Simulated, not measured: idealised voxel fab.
process module | voxel trench capacitor
cross-section cut | 300 nm wide | cells 5 nm
A cross-section is a grid of square cells, given in bands from the top down. A band is one or more rows of cells.
Each band's line starts with the height of the band's top and of its bottom, in nm. Then come its materials from left to right, each with its width in nm. One material with "throughout" fills the band from edge to edge. "air" is empty space.
Height 0 is the level under which the wafer as received is all one material. The lowest band goes on downwards, as in "0 down".
A width such as "30 to 40" changes by the same amount from each row of cells to the next, from the band's top row to its bottom row.
"no change" after a step means that no cell of the cross-section changed.
closed voids: empty space of 8 cells or more with no open way to the top, each as width x height at its distance from the left edge, in nm
after a step's settings: what the simulator itself notes on the step
overlay nm, on a step with a mask: how far to the right of its planned place the mask lay; to the left if negative
plan
1 op RECEIVE | material Si
2 op CONFORMAL_DEP | material SiN | thk nm 10
3 op PATTERN | tone open | mask id TRENCH | material resist | width nm 15 | pitch nm 40 | thk nm 20 | overlay nm 0
4 op DIRECTIONAL_ETCH | etch materials SiN | depth nm 10
5 op DIRECTIONAL_ETCH | etch materials Si | depth nm 25
6 op STRIP | etch materials resist
7 op CONFORMAL_DEP | material Al2O3 | thk nm 5
8 op FILL_DEP | material polySi | thk nm 5
9 op CMP | height nm 10
as received, after step 1
  0 down: Si throughout
  closed voids: none
a wafer at the end: this start, this plan, one mistake
  10 to 0: SiN 70 | Al2O3 5 | polySi 5 | Al2O3 5 | SiN 25 | Al2O3 5 | polySi 5 | Al2O3 5 | SiN 25 | Al2O3 5 | polySi 5 | Al2O3 5 | SiN 25 | Al2O3 5 | polySi 5 | Al2O3 5 | SiN 95
  0 to -20: Si 70 | Al2O3 5 | polySi 5 | Al2O3 5 | Si 25 | Al2O3 5 | polySi 5 | Al2O3 5 | Si 25 | Al2O3 5 | polySi 5 | Al2O3 5 | Si 25 | Al2O3 5 | polySi 5 | Al2O3 5 | Si 95
  -20 to -25: Si 70 | Al2O3 15 | Si 25 | Al2O3 15 | Si 25 | Al2O3 15 | Si 25 | Al2O3 15 | Si 95
  -25 down: Si throughout
  closed voids: none
what went wrong: step 3 ran as: op PATTERN | tone open | mask id TRENCH | material resist | width nm 15 | pitch nm 40 | thk nm 20 | overlay nm -10
